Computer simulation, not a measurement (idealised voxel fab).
process module | voxel wiring stack
cross-section cut | 280 nm wide | cells 5 nm
A cross-section is a grid of square cells, given in bands from the top down. A band is one or more rows of cells.
Each band's line starts with the height of the band's top and of its bottom, in nm. Then come its materials from left to right, each with its width in nm. One material with "throughout" fills the band from edge to edge. "air" is empty space.
Height 0 is the level under which the wafer as received is all one material. The lowest band goes on downwards, as in "0 down".
A width such as "30 to 40" changes by the same amount from each row of cells to the next, from the band's top row to its bottom row.
"no change" after a step means that no cell of the cross-section changed.
closed voids: empty space of 8 cells or more with no open way to the top, each as width x height at its distance from the left edge, in nm
after a step's settings: what the simulator itself notes on the step
overlay nm, on a step with a mask: how far to the right of its planned place the mask lay; to the left if negative
plan
1 op RECEIVE | material Si
2 op CONFORMAL_DEP | material SiO2 | thk nm 15
3 op CONFORMAL_DEP | material SiN | thk nm 5
4 op DIRECTIONAL_DEP | material lowk | thk nm 15
5 op DIRECTIONAL_DEP | material aC | thk nm 15
6 op PATTERN | tone open | mask id METAL_1 | material resist | width nm 25 | pitch nm 55 | thk nm 35 | overlay nm 0
7 op DIRECTIONAL_ETCH | etch materials aC | depth nm 15
8 op STRIP | etch materials resist
9 op DIRECTIONAL_ETCH | etch materials lowk | depth nm 15
10 op DIRECTIONAL_ETCH | etch materials SiN | depth nm 5
11 op STRIP | etch materials aC
12 op CONFORMAL_DEP | material TiN | thk nm 5
13 op FILL_DEP | material Cu | thk nm 10
14 op CMP | height nm 35
15 op EPI | material Ru | thk nm 5
16 op FILL_DEP | material SiCN | thk nm 5
17 op DIRECTIONAL_DEP | material SiO2 | thk nm 25
18 op MASKED_ETCH | tone open | mask id METAL_2 | width nm 25 | pitch nm 55 | etch materials SiO2 | depth nm 15 | overlay nm 0
19 op PATTERN | tone open | mask id METAL_2_HOLES | material resist | width nm 15 | thk nm 20 | overlay nm 0
20 op DIRECTIONAL_ETCH | etch materials SiO2 | depth nm 10
21 op DIRECTIONAL_ETCH | etch materials SiCN | depth nm 5
22 op STRIP | etch materials resist
23 op CONFORMAL_DEP | material TiN | thk nm 5
24 op FILL_DEP | material Cu | thk nm 5
25 op CMP | height nm 70
26 op CONFORMAL_DEP | material SiCN | thk nm 5
27 op DIRECTIONAL_DEP | material SiO2 | thk nm 30
28 op PATTERN | tone open | mask id METAL_3 | material resist | width nm 25 | pitch nm 55 | thk nm 15 | overlay nm 0
29 op DIRECTIONAL_ETCH | etch materials SiO2 | depth nm 15
30 op STRIP | etch materials resist
31 op PATTERN | tone open | mask id METAL_3_HOLES | material resist | width nm 15 | pitch nm 55 | thk nm 15 | overlay nm 0
32 op DIRECTIONAL_ETCH | etch materials SiO2 | depth nm 15
33 op DIRECTIONAL_ETCH | etch materials SiCN | depth nm 5
34 op STRIP | etch materials resist
35 op CONFORMAL_DEP | material TiN | thk nm 5
36 op FILL_DEP | material Ru | thk nm 10
37 op CMP | height nm 105
38 op CONFORMAL_DEP | material SiCN | thk nm 5
first wafer, as planned
as received, after step 1
  0 down: Si throughout
  closed voids: none
after step 2
  15 to 0: SiO2 throughout
  below 0: unchanged
after step 3
  20 to 15: SiN throughout
  below 15: unchanged
after step 4
  35 to 20: lowk throughout
  below 20: unchanged
after step 5
  50 to 35: aC throughout
  below 35: unchanged
after step 6
  85 to 50: resist 100 | air 25 | resist 30 | air 25 | resist 100
  below 50: unchanged
after step 7
  70 to 50: resist 100 | air 25 | resist 30 | air 25 | resist 100
  50 to 35: aC 100 | air 25 | aC 30 | air 25 | aC 100
  below 35: unchanged
after step 8
  50 to 35: aC 100 | air 25 | aC 30 | air 25 | aC 100
  below 35: unchanged
after step 9
  50 to 35: aC 100 | air 25 | aC 30 | air 25 | aC 100
  35 to 20: lowk 100 | air 25 | lowk 30 | air 25 | lowk 100
  below 20: unchanged
after step 10
  50 to 35: aC 100 | air 25 | aC 30 | air 25 | aC 100
  35 to 20: lowk 100 | air 25 | lowk 30 | air 25 | lowk 100
  20 to 15: SiN 100 | air 25 | SiN 30 | air 25 | SiN 100
  below 15: unchanged
after step 11
  35 to 20: lowk 100 | air 25 | lowk 30 | air 25 | lowk 100
  below 20: unchanged
after step 12
  40 to 35: TiN 105 | air 15 | TiN 40 | air 15 | TiN 105
  35 to 20: lowk 100 | TiN 5 | air 15 | TiN 5 | lowk 30 | TiN 5 | air 15 | TiN 5 | lowk 100
  20 to 15: SiN 100 | TiN 25 | SiN 30 | TiN 25 | SiN 100
  below 15: unchanged
after step 13
  50 to 40: Cu throughout
  40 to 35: TiN 105 | Cu 15 | TiN 40 | Cu 15 | TiN 105
  35 to 20: lowk 100 | TiN 5 | Cu 15 | TiN 5 | lowk 30 | TiN 5 | Cu 15 | TiN 5 | lowk 100
  below 20: unchanged
after step 14
  35 to 20: lowk 100 | TiN 5 | Cu 15 | TiN 5 | lowk 30 | TiN 5 | Cu 15 | TiN 5 | lowk 100
  below 20: unchanged
after step 15
  40 to 35: air 95 | Ru 35 | air 20 | Ru 35 | air 95
  below 35: unchanged
after step 16
  45 to 40: SiCN throughout
  40 to 35: SiCN 95 | Ru 35 | SiCN 20 | Ru 35 | SiCN 95
  below 35: unchanged
after step 17
  70 to 45: SiO2 throughout
  below 45: unchanged
after step 18
  70 to 55: SiO2 100 | air 25 | SiO2 30 | air 25 | SiO2 100
  below 55: unchanged
after step 19
  90 to 70: resist 100 | air 15 | resist 165
  70 to 55: SiO2 100 | air 15 | resist 10 | SiO2 30 | resist 25 | SiO2 100
  below 55: unchanged
after step 20
  90 to 70: resist 100 | air 15 | resist 165
  70 to 55: SiO2 100 | air 15 | resist 10 | SiO2 30 | resist 25 | SiO2 100
  55 to 45: SiO2 100 | air 15 | SiO2 165
  below 45: unchanged
after step 21
  90 to 70: resist 100 | air 15 | resist 165
  70 to 55: SiO2 100 | air 15 | resist 10 | SiO2 30 | resist 25 | SiO2 100
  55 to 45: SiO2 100 | air 15 | SiO2 165
  45 to 40: SiCN 100 | air 15 | SiCN 165
  below 40: unchanged
after step 22
  70 to 55: SiO2 100 | air 25 | SiO2 30 | air 25 | SiO2 100
  below 55: unchanged
after step 23
  75 to 70: TiN 105 | air 15 | TiN 40 | air 15 | TiN 105
  70 to 60: SiO2 100 | TiN 5 | air 15 | TiN 5 | SiO2 30 | TiN 5 | air 15 | TiN 5 | SiO2 100
  60 to 55: SiO2 100 | TiN 5 | air 5 | TiN 15 | SiO2 30 | TiN 25 | SiO2 100
  55 to 45: SiO2 100 | TiN 5 | air 5 | TiN 5 | SiO2 165
  45 to 40: SiCN 100 | TiN 15 | SiCN 165
  below 40: unchanged
after step 24
  80 to 75: Cu throughout
  75 to 70: TiN 105 | Cu 15 | TiN 40 | Cu 15 | TiN 105
  70 to 60: SiO2 100 | TiN 5 | Cu 15 | TiN 5 | SiO2 30 | TiN 5 | Cu 15 | TiN 5 | SiO2 100
  60 to 55: SiO2 100 | TiN 5 | Cu 5 | TiN 15 | SiO2 30 | TiN 25 | SiO2 100
  55 to 45: SiO2 100 | TiN 5 | Cu 5 | TiN 5 | SiO2 165
  below 45: unchanged
after step 25
  70 to 60: SiO2 100 | TiN 5 | Cu 15 | TiN 5 | SiO2 30 | TiN 5 | Cu 15 | TiN 5 | SiO2 100
  below 60: unchanged
after step 26
  75 to 70: SiCN throughout
  below 70: unchanged
after step 27
  105 to 75: SiO2 throughout
  below 75: unchanged
after step 28
  120 to 105: resist 100 | air 25 | resist 30 | air 25 | resist 100
  below 105: unchanged
after step 29
  120 to 105: resist 100 | air 25 | resist 30 | air 25 | resist 100
  105 to 90: SiO2 100 | air 25 | SiO2 30 | air 25 | SiO2 100
  below 90: unchanged
after step 30
  105 to 90: SiO2 100 | air 25 | SiO2 30 | air 25 | SiO2 100
  below 90: unchanged
after step 31
  120 to 105: resist 100 | air 15 | resist 40 | air 15 | resist 110
  105 to 90: SiO2 100 | air 15 | resist 10 | SiO2 30 | air 15 | resist 10 | SiO2 100
  below 90: unchanged
after step 32
  120 to 105: resist 100 | air 15 | resist 40 | air 15 | resist 110
  105 to 90: SiO2 100 | air 15 | resist 10 | SiO2 30 | air 15 | resist 10 | SiO2 100
  90 to 75: SiO2 100 | air 15 | SiO2 40 | air 15 | SiO2 110
  below 75: unchanged
after step 33
  120 to 105: resist 100 | air 15 | resist 40 | air 15 | resist 110
  105 to 90: SiO2 100 | air 15 | resist 10 | SiO2 30 | air 15 | resist 10 | SiO2 100
  90 to 75: SiO2 100 | air 15 | SiO2 40 | air 15 | SiO2 110
  75 to 70: SiCN 100 | air 15 | SiCN 40 | air 15 | SiCN 110
  below 70: unchanged
after step 34
  105 to 90: SiO2 100 | air 25 | SiO2 30 | air 25 | SiO2 100
  below 90: unchanged
after step 35
  110 to 105: TiN 105 | air 15 | TiN 40 | air 15 | TiN 105
  105 to 95: SiO2 100 | TiN 5 | air 15 | TiN 5 | SiO2 30 | TiN 5 | air 15 | TiN 5 | SiO2 100
  95 to 90: SiO2 100 | TiN 5 | air 5 | TiN 15 | SiO2 30 | TiN 5 | air 5 | TiN 15 | SiO2 100
  90 to 75: SiO2 100 | TiN 5 | air 5 | TiN 5 | SiO2 40 | TiN 5 | air 5 | TiN 5 | SiO2 110
  75 to 70: SiCN 100 | TiN 15 | SiCN 40 | TiN 15 | SiCN 110
  below 70: unchanged
after step 36
  120 to 110: Ru throughout
  110 to 105: TiN 105 | Ru 15 | TiN 40 | Ru 15 | TiN 105
  105 to 95: SiO2 100 | TiN 5 | Ru 15 | TiN 5 | SiO2 30 | TiN 5 | Ru 15 | TiN 5 | SiO2 100
  95 to 90: SiO2 100 | TiN 5 | Ru 5 | TiN 15 | SiO2 30 | TiN 5 | Ru 5 | TiN 15 | SiO2 100
  90 to 75: SiO2 100 | TiN 5 | Ru 5 | TiN 5 | SiO2 40 | TiN 5 | Ru 5 | TiN 5 | SiO2 110
  below 75: unchanged
after step 37
  105 to 95: SiO2 100 | TiN 5 | Ru 15 | TiN 5 | SiO2 30 | TiN 5 | Ru 15 | TiN 5 | SiO2 100
  below 95: unchanged
after step 38
  110 to 105: SiCN throughout
  below 105: unchanged
second wafer: like start, like plan, one mistake. Through step 27 it matches the first wafer
when step 28 should have ended
  120 to 105: resist 105 | air 15 | resist 40 | air 15 | resist 105
  below 105: unchanged
when step 29 should have ended
  120 to 105: resist 105 | air 15 | resist 40 | air 15 | resist 105
  105 to 90: SiO2 105 | air 15 | SiO2 40 | air 15 | SiO2 105
  below 90: unchanged
when step 30 should have ended
  105 to 90: SiO2 105 | air 15 | SiO2 40 | air 15 | SiO2 105
  below 90: unchanged
when step 31 should have ended
  120 to 105: resist 100 | air 15 | resist 40 | air 15 | resist 110
  105 to 90: SiO2 105 | air 10 | resist 5 | SiO2 40 | air 10 | resist 5 | SiO2 105
  below 90: unchanged
when step 32 should have ended
  120 to 105: resist 100 | air 15 | resist 40 | air 15 | resist 110
  105 to 90: SiO2 100 | air 15 | resist 5 | SiO2 35 | air 15 | resist 5 | SiO2 105
  90 to 75: SiO2 105 | air 10 | SiO2 45 | air 10 | SiO2 110
  below 75: unchanged
when step 33 should have ended
  120 to 105: resist 100 | air 15 | resist 40 | air 15 | resist 110
  105 to 90: SiO2 100 | air 15 | resist 5 | SiO2 35 | air 15 | resist 5 | SiO2 105
  90 to 75: SiO2 105 | air 10 | SiO2 45 | air 10 | SiO2 110
  75 to 70: SiCN 105 | air 10 | SiCN 45 | air 10 | SiCN 110
  below 70: unchanged
when step 34 should have ended
  105 to 90: SiO2 100 | air 20 | SiO2 35 | air 20 | SiO2 105
  below 90: unchanged
when step 35 should have ended
  110 to 105: TiN 105 | air 10 | TiN 45 | air 10 | TiN 110
  105 to 95: SiO2 100 | TiN 5 | air 10 | TiN 5 | SiO2 35 | TiN 5 | air 10 | TiN 5 | SiO2 105
  95 to 90: SiO2 100 | TiN 20 | SiO2 35 | TiN 20 | SiO2 105
  90 to 75: SiO2 105 | TiN 10 | SiO2 45 | TiN 10 | SiO2 110
  75 to 70: SiCN 105 | TiN 10 | SiCN 45 | TiN 10 | SiCN 110
  below 70: unchanged
when step 36 should have ended
  120 to 110: Ru throughout
  110 to 105: TiN 105 | Ru 10 | TiN 45 | Ru 10 | TiN 110
  105 to 95: SiO2 100 | TiN 5 | Ru 10 | TiN 5 | SiO2 35 | TiN 5 | Ru 10 | TiN 5 | SiO2 105
  below 95: unchanged
when step 37 should have ended
  105 to 95: SiO2 100 | TiN 5 | Ru 10 | TiN 5 | SiO2 35 | TiN 5 | Ru 10 | TiN 5 | SiO2 105
  below 95: unchanged
when step 38 should have ended
  110 to 105: SiCN throughout
  below 105: unchanged
what went wrong: step 28 ran as: op PATTERN | tone open | mask id METAL_3 | material resist | width nm 15 | pitch nm 55 | thk nm 15 | overlay nm 0
at the end the second wafer has, in cells: 12 fewer of Ru | 2 more of SiCN | 12 more of SiO2 | 2 fewer of TiN
